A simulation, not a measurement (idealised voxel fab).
process module | voxel capacitor over wiring
cross-section cut | 165 nm wide | cells 5 nm
A cross-section is a grid of square cells, given in bands from the top down. A band is one or more rows of cells.
Each band's line starts with the height of the band's top and of its bottom, in nm. Then come its materials from left to right, each with its width in nm. One material with "throughout" fills the band from edge to edge. "air" is empty space.
Height 0 is the level under which the wafer as received is all one material. The lowest band goes on downwards, as in "0 down".
A width such as "30 to 40" changes by the same amount from each row of cells to the next, from the band's top row to its bottom row.
"no change" after a step means that no cell of the cross-section changed.
closed voids: empty space of 8 cells or more with no open way to the top, each as width x height at its distance from the left edge, in nm
after a step's settings: what the simulator itself notes on the step
overlay nm, on a step with a mask: how far to the right of its planned place the mask lay; to the left if negative
plan
1 op RECEIVE | material Si
2 op CONFORMAL_DEP | material SiO2 | thk nm 15
3 op CONFORMAL_DEP | material SiN | thk nm 5
4 op DIRECTIONAL_DEP | material lowk | thk nm 20
5 op PATTERN | tone open | mask id METAL_1 | material resist | width nm 25 | pitch nm 90 | thk nm 15 | overlay nm -10
6 op DIRECTIONAL_ETCH | etch materials lowk | depth nm 20
7 op DIRECTIONAL_ETCH | etch materials SiN | depth nm 5
8 op STRIP | etch materials resist
9 op CONFORMAL_DEP | material TiN | thk nm 5
10 op FILL_DEP | material W | thk nm 10
11 op CMP | height nm 40
12 op CONFORMAL_DEP | material SiCN | thk nm 5
13 op DIRECTIONAL_DEP | material SiO2 | thk nm 15
14 op MASKED_ETCH | tone open | mask id PLUG_1 | width nm 15 | etch materials SiO2 | depth nm 15 | overlay nm 0
15 op MASKED_ETCH | tone open | mask id PLUG_1 | width nm 15 | etch materials SiCN | depth nm 5 | overlay nm 0
16 op EPI | material Ru | thk nm 10
17 op EPI | material Ru | thk nm 10
18 op DIRECTIONAL_DEP | material TiN | thk nm 10
19 op DIRECTIONAL_DEP | material SiN | thk nm 5
20 op DIRECTIONAL_DEP | material TiN | thk nm 10
21 op PATTERN | tone cover | mask id UPPER_PLATE | material resist | width nm 70 | thk nm 20 | overlay nm 0
22 op DIRECTIONAL_ETCH | etch materials TiN | depth nm 10
23 op DIRECTIONAL_ETCH | etch materials SiN | depth nm 5
24 op STRIP | etch materials resist
25 op MASKED_ETCH | tone cover | mask id LOWER_PLATE | width nm 80 | etch materials TiN | depth nm 10 | overlay nm 0
26 op FILL_DEP | material SiO2 | thk nm 20
27 op CMP | height nm 100
28 op DIRECTIONAL_DEP | material aC | thk nm 15
29 op PATTERN | tone open | mask id PLUG_2 | material resist | width nm 15 | thk nm 35 | overlay nm 0
30 op DIRECTIONAL_ETCH | etch materials aC | depth nm 15
31 op STRIP | etch materials resist
32 op DIRECTIONAL_ETCH | etch materials SiO2 | depth nm 15
33 op STRIP | etch materials aC
34 op CONFORMAL_DEP | material TiN | thk nm 5
35 op FILL_DEP | material Ru | thk nm 10
36 op CMP | height nm 100
37 op CONFORMAL_DEP | material SiCN | thk nm 5
varied across the wafers: overlay nm of step 5. The plan shows the first wafer's value. All wafers start alike
first wafer as received, after step 1
  0 down: Si throughout
  closed voids: none
first wafer at the end, after step 37
  105 to 100: SiCN throughout
  100 to 90: SiO2 45 | TiN 5 | Ru 5 | TiN 5 | SiO2 105
  90 to 85: SiO2 45 | TiN 15 | SiO2 105
  85 to 75: SiO2 35 | TiN 70 | SiO2 60
  75 to 70: SiO2 35 | SiN 70 | SiO2 60
  70 to 60: SiO2 30 | TiN 80 | SiO2 55
  60 to 45: SiO2 35 | Ru 15 | SiO2 115
  45 to 40: SiCN 35 | Ru 15 | SiCN 115
  40 to 20: lowk 15 | TiN 5 | W 15 | TiN 5 | lowk 65 | TiN 5 | W 15 | TiN 5 | lowk 35
  20 to 15: SiN 15 | TiN 25 | SiN 65 | TiN 25 | SiN 35
  15 to 0: SiO2 throughout
  0 down: Si throughout
  closed voids: none
last wafer at the end
  105 to 100: SiCN throughout
  100 to 90: SiO2 45 | TiN 5 | Ru 5 | TiN 5 | SiO2 105
  90 to 85: SiO2 45 | TiN 15 | SiO2 105
  85 to 75: SiO2 35 | TiN 70 | SiO2 60
  75 to 70: SiO2 35 | SiN 70 | SiO2 60
  70 to 60: SiO2 30 | TiN 80 | SiO2 55
  60 to 45: SiO2 35 | Ru 15 | SiO2 115
  45 to 40: SiCN 35 | Ru 15 | SiCN 115
  40 to 20: lowk 35 | TiN 5 | W 15 | TiN 5 | lowk 65 | TiN 5 | W 15 | TiN 5 | lowk 15
  20 to 15: SiN 35 | TiN 25 | SiN 65 | TiN 25 | SiN 15
  15 to 0: SiO2 throughout
  0 down: Si throughout
  closed voids: none
each wafer at the end: cells of each material gained (+) or lost (-) since it was received, then its closed voids
overlay nm -10 | +14 Ru | +63 SiCN | +37 SiN | +370 SiO2 | +93 TiN | +24 W | +92 lowk | closed voids: none
overlay nm -5 | +14 Ru | +63 SiCN | +37 SiN | +370 SiO2 | +93 TiN | +24 W | +92 lowk | closed voids: none
overlay nm 0 | +14 Ru | +63 SiCN | +37 SiN | +370 SiO2 | +93 TiN | +24 W | +92 lowk | closed voids: none
overlay nm 5 | +14 Ru | +63 SiCN | +37 SiN | +370 SiO2 | +93 TiN | +24 W | +92 lowk | closed voids: none
overlay nm 10 | +14 Ru | +63 SiCN | +37 SiN | +370 SiO2 | +93 TiN | +24 W | +92 lowk | closed voids: none
